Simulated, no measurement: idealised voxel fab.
Process module name: voxel transistor to metal
Each square cell in cross-section cut measures 5 nm, and the section as a whole is 165 nm wide.
Think of the cross-section as a grid of square cells. We describe it in bands, top to bottom, and each band covers one or more rows of those cells. What a band's entry tells you: where the top is and where the bottom is, as heights in nm, and after that what lies inside, material by material from left to right, each with its width in nm. Empty space is written as the word "blank", and a single material marked with the word "edge to edge" occupies the band from edge to edge. Heights are measured from 0, the level below which the as-received wafer is all one material; the lowest band has no bottom and continues downward, written as in "0 down". Quick explanation for "30..40": the width changes in equal steps down the rows of cells, from the first number in the band's top row to the second number in its bottom row. Step marked "no change"? Then no cell in the cross-section changed in it. Empty spaces without an open route to the top, at least 8 cells in extent, make up the entry "Enclosed void list"; each is given as width x height at distance, where the distance is measured from the left edge, and all are in nm. Anything after a step's settings on that line? It's the simulator's own note about the step. "overlay nm" denotes, for a step that has a mask, the displacement of the mask to the right of its planned place, with negative values corresponding to the left.
The steps planned for the process are as follows:
1,RECEIVE: material Si
2,OXIDIZE: depth nm 5
3,CONFORMAL_DEP: material SiN, thk nm 15
4,DIRECTIONAL_DEP: material aC, thk nm 10
5,PATTERN: tone cover, mask id ACTIVE, material resist, width nm 110, thk nm 25, overlay nm 0
6,DIRECTIONAL_ETCH: etch materials aC, depth nm 10
7,STRIP: etch materials resist
8,DIRECTIONAL_ETCH: etch materials SiN, depth nm 15
9,DIRECTIONAL_ETCH: etch materials SiO2, depth nm 5
10,DIRECTIONAL_ETCH: etch materials Si, depth nm 25
11,STRIP: etch materials aC
12,FILL_DEP: material SiO2, thk nm 5
13,CMP: height nm 15
14,SELECTIVE_ETCH: etch materials SiO2, depth nm 10
15,STRIP: etch materials SiN
16,SELECTIVE_ETCH: etch materials SiO2, depth nm 5
17,OXIDIZE: depth nm 5
18,DIRECTIONAL_DEP: material polySi, thk nm 30
19,DIRECTIONAL_DEP: material SiCN, thk nm 15
20,MASKED_ETCH: tone cover, mask id GATE, width nm 20, etch materials SiCN, depth nm 25, overlay nm 0
21,MASKED_ETCH: tone cover, mask id GATE, width nm 20, etch materials polySi, depth nm 40, overlay nm 0
22,CONFORMAL_DEP: material SiO2, thk nm 5
23,DIRECTIONAL_ETCH: etch materials SiO2, depth nm 5
24,CONFORMAL_DEP: material SiN, thk nm 10
25,DIRECTIONAL_ETCH: etch materials SiN, depth nm 10
26,DIRECTIONAL_ETCH: etch materials SiO2, depth nm 5
27,EPI: material pSi, thk nm 5
28,FILL_DEP: material SiO2, thk nm 5
29,CMP: height nm 40
30,DIRECTIONAL_DEP: material SiO2, thk nm 15
31,PATTERN: tone open, mask id CONTACT, material resist, width nm 20, pitch nm 80, thk nm 20, overlay nm 0
32,DIRECTIONAL_ETCH: etch materials SiO2, depth nm 60
33,STRIP: etch materials resist
34,CONFORMAL_DEP: material TiN, thk nm 5
35,FILL_DEP: material Ru, thk nm 5
36,CMP: height nm 55
37,DIRECTIONAL_DEP: material TiN, thk nm 5
38,DIRECTIONAL_DEP: material W, thk nm 15
39,PATTERN: tone cover, mask id METAL_1, material resist, width nm 20, pitch nm 80, thk nm 20, overlay nm 0
40,DIRECTIONAL_ETCH: etch materials W, depth nm 15
41,DIRECTIONAL_ETCH: etch materials TiN, depth nm 5
42,STRIP: etch materials resist
43,FILL_DEP: material SiO2, thk nm 10
44,CMP: height nm 75
45,CONFORMAL_DEP: material SiCN, thk nm 5
46,DIRECTIONAL_DEP: material lowk, thk nm 30
47,PATTERN: tone open, mask id METAL_2_HOLES, material resist, width nm 15, pitch nm 80, thk nm 15, overlay nm 0
48,DIRECTIONAL_ETCH: etch materials lowk, depth nm 30
49,STRIP: etch materials resist
50,DIRECTIONAL_DEP: material aC, thk nm 10
51,PATTERN: tone open, mask id METAL_2, material resist, width nm 20, pitch nm 80, thk nm 30, overlay nm 0
52,DIRECTIONAL_ETCH: etch materials aC, depth nm 10
53,STRIP: etch materials resist
54,DIRECTIONAL_ETCH: etch materials lowk, depth nm 15
55,DIRECTIONAL_ETCH: etch materials SiCN, depth nm 5
56,STRIP: etch materials aC
57,CONFORMAL_DEP: material TiN, thk nm 5
58,FILL_DEP: material Cu, thk nm 10
59,CMP: height nm 110
60,CONFORMAL_DEP: material SiN, thk nm 5
Incoming wafer in cross-section (state: after step 1):
	0 down: Si edge to edge
	Enclosed void list: none
Run as planned - first of the two wafers cross-sectioned at the end of the module:
	115 to 110: SiN edge to edge
	110 to 100: 30 lowk  5 TiN  10 Cu  5 TiN  60 lowk  5 TiN  10 Cu  5 TiN  35 lowk
	100 to 95: 30 lowk  5 TiN  5 Cu  10 TiN  60 lowk  5 TiN  5 Cu  10 TiN  35 lowk
	95 to 80: 30 lowk  5 TiN  5 Cu  5 TiN  65 lowk  5 TiN  5 Cu  5 TiN  40 lowk
	80 to 75: 30 SiCN  15 TiN  65 SiCN  15 TiN  40 SiCN
	75 to 60: 30 SiO2  20 W  60 SiO2  20 W  35 SiO2
	60 to 55: 30 SiO2  20 TiN  60 SiO2  20 TiN  35 SiO2
	55 to 40: 30 SiO2  5 TiN  10 Ru  5 TiN  60 SiO2  5 TiN  10 Ru  5 TiN  35 SiO2
	40 to 25: 30 SiO2  5 TiN  10 Ru  5 TiN  5 SiO2  10 SiN  5 SiO2  20 SiCN  5 SiO2  10 SiN  5 SiO2  5 TiN  10 Ru  5 TiN  35 SiO2
	25 to 5: 30 SiO2  5 TiN  10 Ru  5 TiN  5 SiO2  10 SiN  5 SiO2  20 polySi  5 SiO2  10 SiN  5 SiO2  5 TiN  10 Ru  5 TiN  35 SiO2
	5 to 0: 30 SiO2  10 TiN  5 Ru  5 TiN  5 SiO2  10 SiN  5 SiO2  20 polySi  5 SiO2  10 SiN  5 SiO2  5 TiN  5 Ru  10 TiN  35 SiO2
	0 to -5: 25 SiO2  10 SiN  15 TiN  5 SiO2  10 SiN  5 SiO2  20 polySi  5 SiO2  10 SiN  5 SiO2  15 TiN  10 SiN  30 SiO2
	-5 to -10: 35 SiO2  20 pSi  50 SiO2  20 pSi  40 SiO2
	-10 to -30: 25 SiO2  110 Si  30 SiO2
	-30 down: Si edge to edge
	Enclosed void list: none
Second wafer cross-section at end of module - shared start and plan with the first, one mistake in the run:
	115 to 110: SiN edge to edge
	110 to 95: 30 lowk  5 TiN  5 Cu  5 TiN  65 lowk  5 TiN  5 Cu  5 TiN  40 lowk
	95 to 90: 30 lowk  15 TiN  65 lowk  15 TiN  40 lowk
	90 to 80: 30 lowk  15 W  65 lowk  15 W  40 lowk
	80 to 75: SiCN edge to edge
	75 to 60: 30 SiO2  20 W  60 SiO2  20 W  35 SiO2
	60 to 55: 30 SiO2  20 TiN  60 SiO2  20 TiN  35 SiO2
	55 to 40: 30 SiO2  5 TiN  10 Ru  5 TiN  60 SiO2  5 TiN  10 Ru  5 TiN  35 SiO2
	40 to 25: 30 SiO2  5 TiN  10 Ru  5 TiN  5 SiO2  10 SiN  5 SiO2  20 SiCN  5 SiO2  10 SiN  5 SiO2  5 TiN  10 Ru  5 TiN  35 SiO2
	25 to 5: 30 SiO2  5 TiN  10 Ru  5 TiN  5 SiO2  10 SiN  5 SiO2  20 polySi  5 SiO2  10 SiN  5 SiO2  5 TiN  10 Ru  5 TiN  35 SiO2
	5 to 0: 30 SiO2  10 TiN  5 Ru  5 TiN  5 SiO2  10 SiN  5 SiO2  20 polySi  5 SiO2  10 SiN  5 SiO2  5 TiN  5 Ru  10 TiN  35 SiO2
	0 to -5: 25 SiO2  10 SiN  15 TiN  5 SiO2  10 SiN  5 SiO2  20 polySi  5 SiO2  10 SiN  5 SiO2  15 TiN  10 SiN  30 SiO2
	-5 to -10: 35 SiO2  20 pSi  50 SiO2  20 pSi  40 SiO2
	-10 to -30: 25 SiO2  110 Si  30 SiO2
	-30 down: Si edge to edge
	Enclosed void list: none
Short version of what went wrong: step 50, actual vs plan mismatch, actual run DIRECTIONAL_DEP: material W, thk nm 10
Count the cells at the end and the second wafer has more or fewer of some materials than the first: 10 fewer of Cu, 6 more of SiCN, 14 fewer of TiN, 12 more of W, 6 more of lowk
